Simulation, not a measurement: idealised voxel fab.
A process module follows: voxel ribs on slabs.
Pictured: cross-section cut, 210 nm wide, on a grid of 5 nm square cells.
In this document a cross-section is written as a grid of square cells. It is given as a series of bands, listed from the top down, and a band is one or more rows of cells. Each band's line starts with the height of the band's top and of its bottom, in nm. Then come its materials from left to right, each with its width in nm. One material with "throughout" fills the band from edge to edge. "blank" is empty space. Ref level 0: as-received wafer is one material below here. Bottom band extends down with no lower bound ("0 -> down"). When a width is written as two numbers, as in "30..40", the first number is the width in the top row of cells of the band and the second is the width in its bottom row, and the width changes by the same amount from each row to the next. The designation "no change occurred", where it is given for a processing step, indicates that no cell of the cross-section was altered in the course of that step. "Closed internal cavities" specifies each empty space that is not open to the top and that occupies no fewer than 8 cells, using the form width x height at distance, the distance measured from the left edge and all three quantities in nm. Formally, on a step line, whatever follows the settings is a remark that the simulator itself makes on the step. overlay nm: for a step with a mask, the amount by which the mask lay right of where it was planned; a negative amount means left of it.
THIS SECTION LISTS THE PROCESS STEPS THAT WERE PLANNED
| 1 | RECEIVE, material Si |
| 2 | DIRECTIONAL_DEP, material SiO2, thk nm 25 |
| 3 | DIRECTIONAL_DEP, material SiN, thk nm 25 |
| 4 | DIRECTIONAL_DEP, material aC, thk nm 10 |
| 5 | PATTERN, tone cover, mask id RIB, material resist, width nm 15, thk nm 25, overlay nm 0 |
| 6 | DIRECTIONAL_ETCH, etch materials aC, depth nm 10 |
| 7 | STRIP, etch materials resist |
| 8 | DIRECTIONAL_ETCH, etch materials SiN, depth nm 20 |
| 9 | STRIP, etch materials aC |
| 10 | PATTERN, tone cover, mask id SLAB, material resist, width nm 45, thk nm 15, overlay nm 0 |
| 11 | DIRECTIONAL_ETCH, etch materials SiN, depth nm 5 |
| 12 | STRIP, etch materials resist |
| 13 | FILL_DEP, material SiO2, thk nm 20 |
| 14 | CMP, height nm 60 |
| 15 | DIRECTIONAL_DEP, material W, thk nm 10 |
| 16 | MASKED_ETCH, tone cover, mask id HEATER, width nm 25, etch materials W, depth nm 10, overlay nm 0 |
| 17 | CONFORMAL_DEP, material SiO2, thk nm 5 |
THE CROSS-SECTION HERE SHOWS THE WAFER AS RECEIVED, I.E. IN ITS STATE AFTER STEP 1
	0 -> down | Si throughout
	Closed internal cavities: none
THE CROSS-SECTION SHOWN CORRESPONDS TO THE WAFER AT THE CONCLUSION OF THE MODULE. THE INITIAL STRUCTURE AND THE PROCESS PLAN ARE THOSE PRESENTED ABOVE; HOWEVER, ONE MISTAKE OCCURRED IN EXECUTING THE PLAN
	75 -> 70 | blank: 85, SiO2: 35, blank: 90
	70 -> 65 | blank: 85, SiO2: 5, W: 25, SiO2: 5, blank: 90
	65 -> 60 | SiO2: 90, W: 25, SiO2: 95
	60 -> 40 | SiO2 throughout
	40 -> 35 | SiO2: 80, SiN: 45, SiO2: 85
	35 -> 25 | aC throughout
	25 -> 0 | SiO2 throughout
	0 -> down | Si throughout
	Closed internal cavities: none
Finding, execution versus plan: step 4 occupied the plan position of step 3, and the converse holds as well
